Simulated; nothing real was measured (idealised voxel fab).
process module | voxel tone inversion
cross-section cut | 275 nm wide | cells 5 nm
A cross-section is a grid of square cells, given in bands from the top down. A band is one or more rows of cells.
Each band's line starts with the height of the band's top and of its bottom, in nm. Then come its materials from left to right, each with its width in nm. One material with "throughout" fills the band from edge to edge. "air" is empty space.
Height 0 is the level under which the wafer as received is all one material. The lowest band goes on downwards, as in "0 down".
A width such as "30 to 40" changes by the same amount from each row of cells to the next, from the band's top row to its bottom row.
"no change" after a step means that no cell of the cross-section changed.
closed voids: empty space of 8 cells or more with no open way to the top, each as width x height at its distance from the left edge, in nm
after a step's settings: what the simulator itself notes on the step
overlay nm, on a step with a mask: how far to the right of its planned place the mask lay; to the left if negative
plan
1 op RECEIVE | material Si
2 op CONFORMAL_DEP | material SiN | thk nm 10
3 op DIRECTIONAL_DEP | material polySi | thk nm 20
4 op PATTERN | tone cover | mask id POSTS | material resist | width nm 25 | pitch nm 40 | thk nm 30 | overlay nm 0
5 op DIRECTIONAL_ETCH | etch materials polySi | depth nm 20
6 op STRIP | etch materials resist
7 op FILL_DEP | material lowk | thk nm 5
8 op CMP | height nm 30
9 op STRIP | etch materials polySi
10 op CONFORMAL_DEP | material TiN | thk nm 5
11 op FILL_DEP | material Ru | thk nm 10
12 op CMP | height nm 30
13 op CONFORMAL_DEP | material SiN | thk nm 5
first wafer, as planned
as received, after step 1
  0 down: Si throughout
  closed voids: none
after step 2
  10 to 0: SiN throughout
  below 0: unchanged
after step 3
  30 to 10: polySi throughout
  below 10: unchanged
after step 4
  60 to 30: air 65 | resist 25 | air 15 | resist 25 | air 15 | resist 25 | air 15 | resist 25 | air 65
  below 30: unchanged
after step 5
  60 to 30: air 65 | resist 25 | air 15 | resist 25 | air 15 | resist 25 | air 15 | resist 25 | air 65
  30 to 10: air 65 | polySi 25 | air 15 | polySi 25 | air 15 | polySi 25 | air 15 | polySi 25 | air 65
  below 10: unchanged
after step 6
  30 to 10: air 65 | polySi 25 | air 15 | polySi 25 | air 15 | polySi 25 | air 15 | polySi 25 | air 65
  below 10: unchanged
after step 7
  35 to 30: lowk throughout
  30 to 10: lowk 65 | polySi 25 | lowk 15 | polySi 25 | lowk 15 | polySi 25 | lowk 15 | polySi 25 | lowk 65
  below 10: unchanged
after step 8
  30 to 10: lowk 65 | polySi 25 | lowk 15 | polySi 25 | lowk 15 | polySi 25 | lowk 15 | polySi 25 | lowk 65
  below 10: unchanged
after step 9
  30 to 10: lowk 65 | air 25 | lowk 15 | air 25 | lowk 15 | air 25 | lowk 15 | air 25 | lowk 65
  below 10: unchanged
after step 10
  35 to 30: TiN 70 | air 15 | TiN 25 | air 15 | TiN 25 | air 15 | TiN 25 | air 15 | TiN 70
  30 to 15: lowk 65 | TiN 5 | air 15 | TiN 5 | lowk 15 | TiN 5 | air 15 | TiN 5 | lowk 15 | TiN 5 | air 15 | TiN 5 | lowk 15 | TiN 5 | air 15 | TiN 5 | lowk 65
  15 to 10: lowk 65 | TiN 25 | lowk 15 | TiN 25 | lowk 15 | TiN 25 | lowk 15 | TiN 25 | lowk 65
  below 10: unchanged
after step 11
  45 to 35: Ru throughout
  35 to 30: TiN 70 | Ru 15 | TiN 25 | Ru 15 | TiN 25 | Ru 15 | TiN 25 | Ru 15 | TiN 70
  30 to 15: lowk 65 | TiN 5 | Ru 15 | TiN 5 | lowk 15 | TiN 5 | Ru 15 | TiN 5 | lowk 15 | TiN 5 | Ru 15 | TiN 5 | lowk 15 | TiN 5 | Ru 15 | TiN 5 | lowk 65
  below 15: unchanged
after step 12
  30 to 15: lowk 65 | TiN 5 | Ru 15 | TiN 5 | lowk 15 | TiN 5 | Ru 15 | TiN 5 | lowk 15 | TiN 5 | Ru 15 | TiN 5 | lowk 15 | TiN 5 | Ru 15 | TiN 5 | lowk 65
  below 15: unchanged
after step 13
  35 to 30: SiN throughout
  below 30: unchanged
second wafer: like start, like plan, one mistake. Through step 10 it matches the first wafer
when step 11 should have ended
  55 to 35: Ru throughout
  35 to 30: TiN 70 | Ru 15 | TiN 25 | Ru 15 | TiN 25 | Ru 15 | TiN 25 | Ru 15 | TiN 70
  30 to 15: lowk 65 | TiN 5 | Ru 15 | TiN 5 | lowk 15 | TiN 5 | Ru 15 | TiN 5 | lowk 15 | TiN 5 | Ru 15 | TiN 5 | lowk 15 | TiN 5 | Ru 15 | TiN 5 | lowk 65
  below 15: unchanged
when step 12 should have ended
  30 to 15: lowk 65 | TiN 5 | Ru 15 | TiN 5 | lowk 15 | TiN 5 | Ru 15 | TiN 5 | lowk 15 | TiN 5 | Ru 15 | TiN 5 | lowk 15 | TiN 5 | Ru 15 | TiN 5 | lowk 65
  below 15: unchanged
when step 13 should have ended
  35 to 30: SiN throughout
  below 30: unchanged
what went wrong: step 11 was run twice
at the end the two cross-sections are the same: no effect in what this model computes
